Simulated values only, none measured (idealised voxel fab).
You're looking at the process module voxel capacitor over wiring.
The width of the displayed cross-section, cut, is 235 nm; its cells are square, with a size of 5 nm.
A cross-section is a grid of square cells, given in bands from the top down. A band is one or more rows of cells.
A band entry consists of two parts. The first gives the height of the band's top and the height of its bottom, in nm. The rest lists the band's materials from left to right, each with its width in nm. A single material labelled with the word "all across" fills the band from edge to edge, and the word "empty" marks empty space.
Basically, 0 is our baseline, since under it the wafer straight out of the box is all one material. The bottom band has no lower end and keeps on going down, so it looks like "0 down".
Think of "30->40" as a width that walks from the first number to the second as you go down the band, top row to bottom row, taking equal-sized steps from row to row.
Basically "nothing was modified" means that step didn't change any cell in the cross-section.
Empty spaces without an open route to the top, at least 8 cells in extent, make up the entry "Sealed void inventory"; each is given as width x height at distance, where the distance is measured from the left edge, and all are in nm.
Where a step's line continues beyond its settings, the continuation is a remark by the simulator itself on that step.
"overlay nm" answers the question of how far to the right of plan the mask lay on a step that has a mask, and when it is negative the answer is to the left.
Below is the list of planned process steps:
step 1: op RECEIVE | material Si
step 2: op CONFORMAL_DEP | material SiO2 | thk nm 10
step 3: op DIRECTIONAL_DEP | material TiN | thk nm 5
step 4: op DIRECTIONAL_DEP | material Ru | thk nm 25
step 5: op MASKED_ETCH | tone cover | mask id METAL_1 | width nm 30 | pitch nm 95 | etch materials Ru | depth nm 25 | overlay nm 0
step 6: op MASKED_ETCH | tone cover | mask id METAL_1 | width nm 30 | pitch nm 95 | etch materials TiN | depth nm 5 | overlay nm 0
step 7: op CONFORMAL_DEP | material SiCN | thk nm 5
step 8: op FILL_DEP | material SiO2 | thk nm 5
step 9: op CMP | height nm 40
step 10: op CONFORMAL_DEP | material SiCN | thk nm 5
step 11: op DIRECTIONAL_DEP | material SiO2 | thk nm 20
step 12: op PATTERN | tone open | mask id PLUG_1 | material resist | width nm 15 | thk nm 20 | overlay nm 0
step 13: op DIRECTIONAL_ETCH | etch materials SiO2 | depth nm 20
step 14: op DIRECTIONAL_ETCH | etch materials SiCN | depth nm 5
step 15: op STRIP | etch materials resist
step 16: op CONFORMAL_DEP | material TiN | thk nm 5
step 17: op FILL_DEP | material W | thk nm 10
step 18: op CMP | height nm 65
step 19: op DIRECTIONAL_DEP | material TiN | thk nm 10
step 20: op DIRECTIONAL_DEP | material Al2O3 | thk nm 5
step 21: op DIRECTIONAL_DEP | material TiN | thk nm 10
step 22: op MASKED_ETCH | tone cover | mask id UPPER_PLATE | width nm 70 | etch materials TiN | depth nm 10 | overlay nm 0
step 23: op MASKED_ETCH | tone cover | mask id UPPER_PLATE | width nm 70 | etch materials Al2O3 | depth nm 5 | overlay nm 0
step 24: op MASKED_ETCH | tone cover | mask id LOWER_PLATE | width nm 80 | etch materials TiN | depth nm 10 | overlay nm 0
step 25: op FILL_DEP | material SiO2 | thk nm 20
step 26: op CMP | height nm 105
step 27: op DIRECTIONAL_DEP | material aC | thk nm 10
step 28: op PATTERN | tone open | mask id PLUG_2 | material resist | width nm 15 | thk nm 30 | overlay nm 0
step 29: op DIRECTIONAL_ETCH | etch materials aC | depth nm 10
step 30: op STRIP | etch materials resist
step 31: op DIRECTIONAL_ETCH | etch materials SiO2 | depth nm 15
step 32: op STRIP | etch materials aC
step 33: op CONFORMAL_DEP | material TiN | thk nm 5
step 34: op FILL_DEP | material Ru | thk nm 5
step 35: op CMP | height nm 105
step 36: op CONFORMAL_DEP | material SiCN | thk nm 5
The following pertains to the first of two wafers, which was processed as planned:
Wafer as received: cross-section following step 1:
0 down = Si all across
Sealed void inventory: none
So this is the wafer cross-section right after step 2:
10 to 0 = SiO2 all across
Everything below 0 is unchanged.
So this is the wafer cross-section right after step 3:
15 to 10 = TiN all across
Everything below 10 is unchanged.
So this is the wafer cross-section right after step 4:
40 to 15 = Ru all across
Everything below 15 is unchanged.
So this is the wafer cross-section right after step 5:
40 to 15 = empty 55 nm; Ru 30 nm; empty 65 nm; Ru 30 nm; empty 55 nm
Everything below 15 is unchanged.
So this is the wafer cross-section right after step 6:
40 to 15 = empty 55 nm; Ru 30 nm; empty 65 nm; Ru 30 nm; empty 55 nm
15 to 10 = empty 55 nm; TiN 30 nm; empty 65 nm; TiN 30 nm; empty 55 nm
Everything below 10 is unchanged.
So this is the wafer cross-section right after step 7:
45 to 40 = empty 50 nm; SiCN 40 nm; empty 55 nm; SiCN 40 nm; empty 50 nm
40 to 15 = empty 50 nm; SiCN 5 nm; Ru 30 nm; SiCN 5 nm; empty 55 nm; SiCN 5 nm; Ru 30 nm; SiCN 5 nm; empty 50 nm
15 to 10 = SiCN 55 nm; TiN 30 nm; SiCN 65 nm; TiN 30 nm; SiCN 55 nm
Everything below 10 is unchanged.
So this is the wafer cross-section right after step 8:
50 to 45 = SiO2 all across
45 to 40 = SiO2 50 nm; SiCN 40 nm; SiO2 55 nm; SiCN 40 nm; SiO2 50 nm
40 to 15 = SiO2 50 nm; SiCN 5 nm; Ru 30 nm; SiCN 5 nm; SiO2 55 nm; SiCN 5 nm; Ru 30 nm; SiCN 5 nm; SiO2 50 nm
Everything below 15 is unchanged.
So this is the wafer cross-section right after step 9:
40 to 15 = SiO2 50 nm; SiCN 5 nm; Ru 30 nm; SiCN 5 nm; SiO2 55 nm; SiCN 5 nm; Ru 30 nm; SiCN 5 nm; SiO2 50 nm
Everything below 15 is unchanged.
So this is the wafer cross-section right after step 10:
45 to 40 = SiCN all across
Everything below 40 is unchanged.
So this is the wafer cross-section right after step 11:
65 to 45 = SiO2 all across
Everything below 45 is unchanged.
So this is the wafer cross-section right after step 12:
85 to 65 = resist 70 nm; empty 15 nm; resist 150 nm
Everything below 65 is unchanged.
So this is the wafer cross-section right after step 13:
85 to 65 = resist 70 nm; empty 15 nm; resist 150 nm
65 to 45 = SiO2 70 nm; empty 15 nm; SiO2 150 nm
Everything below 45 is unchanged.
So this is the wafer cross-section right after step 14:
85 to 65 = resist 70 nm; empty 15 nm; resist 150 nm
65 to 45 = SiO2 70 nm; empty 15 nm; SiO2 150 nm
45 to 40 = SiCN 70 nm; empty 15 nm; SiCN 150 nm
Everything below 40 is unchanged.
So this is the wafer cross-section right after step 15:
65 to 45 = SiO2 70 nm; empty 15 nm; SiO2 150 nm
Everything below 45 is unchanged.
So this is the wafer cross-section right after step 16:
70 to 65 = TiN 75 nm; empty 5 nm; TiN 155 nm
65 to 45 = SiO2 70 nm; TiN 5 nm; empty 5 nm; TiN 5 nm; SiO2 150 nm
45 to 40 = SiCN 70 nm; TiN 15 nm; SiCN 150 nm
Everything below 40 is unchanged.
So this is the wafer cross-section right after step 17:
80 to 70 = W all across
70 to 65 = TiN 75 nm; W 5 nm; TiN 155 nm
65 to 45 = SiO2 70 nm; TiN 5 nm; W 5 nm; TiN 5 nm; SiO2 150 nm
Everything below 45 is unchanged.
So this is the wafer cross-section right after step 18:
65 to 45 = SiO2 70 nm; TiN 5 nm; W 5 nm; TiN 5 nm; SiO2 150 nm
Everything below 45 is unchanged.
So this is the wafer cross-section right after step 19:
75 to 65 = TiN all across
Everything below 65 is unchanged.
So this is the wafer cross-section right after step 20:
80 to 75 = Al2O3 all across
Everything below 75 is unchanged.
So this is the wafer cross-section right after step 21:
90 to 80 = TiN all across
Everything below 80 is unchanged.
So this is the wafer cross-section right after step 22:
90 to 80 = empty 70 nm; TiN 70 nm; empty 95 nm
Everything below 80 is unchanged.
So this is the wafer cross-section right after step 23:
90 to 80 = empty 70 nm; TiN 70 nm; empty 95 nm
80 to 75 = empty 70 nm; Al2O3 70 nm; empty 95 nm
Everything below 75 is unchanged.
So this is the wafer cross-section right after step 24:
90 to 80 = empty 70 nm; TiN 70 nm; empty 95 nm
80 to 75 = empty 70 nm; Al2O3 70 nm; empty 95 nm
75 to 65 = empty 65 nm; TiN 80 nm; empty 90 nm
Everything below 65 is unchanged.
So this is the wafer cross-section right after step 25:
110 to 90 = SiO2 all across
90 to 80 = SiO2 70 nm; TiN 70 nm; SiO2 95 nm
80 to 75 = SiO2 70 nm; Al2O3 70 nm; SiO2 95 nm
75 to 65 = SiO2 65 nm; TiN 80 nm; SiO2 90 nm
Everything below 65 is unchanged.
So this is the wafer cross-section right after step 26:
105 to 90 = SiO2 all across
Everything below 90 is unchanged.
So this is the wafer cross-section right after step 27:
115 to 105 = aC all across
Everything below 105 is unchanged.
So this is the wafer cross-section right after step 28:
145 to 115 = resist 80 nm; empty 15 nm; resist 140 nm
Everything below 115 is unchanged.
So this is the wafer cross-section right after step 29:
135 to 115 = resist 80 nm; empty 15 nm; resist 140 nm
115 to 105 = aC 80 nm; empty 15 nm; aC 140 nm
Everything below 105 is unchanged.
So this is the wafer cross-section right after step 30:
115 to 105 = aC 80 nm; empty 15 nm; aC 140 nm
Everything below 105 is unchanged.
So this is the wafer cross-section right after step 31:
115 to 105 = aC 80 nm; empty 15 nm; aC 140 nm
105 to 90 = SiO2 80 nm; empty 15 nm; SiO2 140 nm
Everything below 90 is unchanged.
So this is the wafer cross-section right after step 32:
105 to 90 = SiO2 80 nm; empty 15 nm; SiO2 140 nm
Everything below 90 is unchanged.
So this is the wafer cross-section right after step 33:
110 to 105 = TiN 85 nm; empty 5 nm; TiN 145 nm
105 to 95 = SiO2 80 nm; TiN 5 nm; empty 5 nm; TiN 5 nm; SiO2 140 nm
95 to 90 = SiO2 80 nm; TiN 15 nm; SiO2 140 nm
Everything below 90 is unchanged.
So this is the wafer cross-section right after step 34:
115 to 110 = Ru all across
110 to 105 = TiN 85 nm; Ru 5 nm; TiN 145 nm
105 to 95 = SiO2 80 nm; TiN 5 nm; Ru 5 nm; TiN 5 nm; SiO2 140 nm
Everything below 95 is unchanged.
So this is the wafer cross-section right after step 35:
105 to 95 = SiO2 80 nm; TiN 5 nm; Ru 5 nm; TiN 5 nm; SiO2 140 nm
Everything below 95 is unchanged.
So this is the wafer cross-section right after step 36:
110 to 105 = SiCN all across
Everything below 105 is unchanged.
The second wafer was prepared from the same starting point and under the same plan as the first; its processing contained one mistake, and it remains indistinguishable from the first wafer up to and including step 24:
Planned end of step 25: second wafer, cross-section:
110 to 90 = SiCN all across
90 to 80 = SiCN 70 nm; TiN 70 nm; SiCN 95 nm
80 to 75 = SiCN 70 nm; Al2O3 70 nm; SiCN 95 nm
75 to 65 = SiCN 65 nm; TiN 80 nm; SiCN 90 nm
Everything below 65 is unchanged.
Planned end of step 26: second wafer, cross-section:
105 to 90 = SiCN all across
Everything below 90 is unchanged.
Planned end of step 27: second wafer, cross-section:
115 to 105 = aC all across
Everything below 105 is unchanged.
Planned end of step 28: second wafer, cross-section:
145 to 115 = resist 80 nm; empty 15 nm; resist 140 nm
Everything below 115 is unchanged.
Planned end of step 29: second wafer, cross-section:
135 to 115 = resist 80 nm; empty 15 nm; resist 140 nm
115 to 105 = aC 80 nm; empty 15 nm; aC 140 nm
Everything below 105 is unchanged.
Planned end of step 30: second wafer, cross-section:
115 to 105 = aC 80 nm; empty 15 nm; aC 140 nm
Everything below 105 is unchanged.
Planned end of step 31: second wafer, cross-section: nothing was modified
Planned end of step 32: second wafer, cross-section:
105 to 90 = SiCN all across
Everything below 90 is unchanged.
Planned end of step 33: second wafer, cross-section:
110 to 105 = TiN all across
Everything below 105 is unchanged.
Planned end of step 34: second wafer, cross-section:
115 to 110 = Ru all across
Everything below 110 is unchanged.
Planned end of step 35: second wafer, cross-section:
105 to 90 = SiCN all across
Everything below 90 is unchanged.
Planned end of step 36: second wafer, cross-section:
110 to 90 = SiCN all across
Everything below 90 is unchanged.
Run error: step 25 did not happen as planned, as run it was op FILL_DEP | material SiCN | thk nm 20
Wafer comparison, final, in cells, second relative to first, materials more or fewer: 2 fewer of Ru | 302 more of SiCN | 293 fewer of SiO2 | 7 fewer of TiN
